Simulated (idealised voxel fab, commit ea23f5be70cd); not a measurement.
process module | voxel fin reveal
cross-section cut | 265 nm wide | cells 5 nm
A cross-section is a grid of square cells, given in bands from the top down. A band is one or more rows of cells.
Each band's line starts with the height of the band's top and of its bottom, in nm. Then come its materials from left to right, each with its width in nm. One material with "throughout" fills the band from edge to edge. "air" is empty space.
Height 0 is the level under which the wafer as received is all one material. The lowest band goes on downwards, as in "0 down".
A width such as "30 to 40" changes by the same amount from each row of cells to the next, from the band's top row to its bottom row.
"no change" after a step means that no cell of the cross-section changed.
closed voids: empty space of 8 cells or more with no open way to the top, each as width x height at its distance from the left edge, in nm
after a step's settings: what the simulator itself notes on the step
overlay nm, on a step with a mask: how far to the right of its planned place the mask lay; to the left if negative
plan
1 op RECEIVE | material Si
2 op CONFORMAL_DEP | material SiN | thk nm 5
3 op PATTERN | tone cover | mask id FINS | material resist | width nm 15 | pitch nm 45 | thk nm 15 | overlay nm 0
4 op DIRECTIONAL_ETCH | etch materials SiN | depth nm 5
5 op DIRECTIONAL_ETCH | etch materials Si | depth nm 30
6 op STRIP | etch materials resist
7 op OXIDIZE | depth nm 5
8 op FILL_DEP | material SiO2 | thk nm 15
9 op CMP | height nm 5
10 op SELECTIVE_ETCH | etch materials SiO2 | depth nm 15
11 op STRIP | etch materials SiN
12 op CONFORMAL_DEP | material SiO2 | thk nm 5
varied across the wafers: width nm of step 3. The plan shows the first wafer's value. All wafers start alike
first wafer as received, after step 1
  0 down: Si throughout
  closed voids: none
each wafer at the end: cells of each material gained (+) or lost (-) since it was received, then its closed voids
width nm 15 | -343 Si | +314 SiO2 | closed voids: none
width nm 20 | -315 Si | +294 SiO2 | closed voids: none
width nm 25 | -287 Si | +274 SiO2 | closed voids: none
width nm 30 | -259 Si | +254 SiO2 | closed voids: none
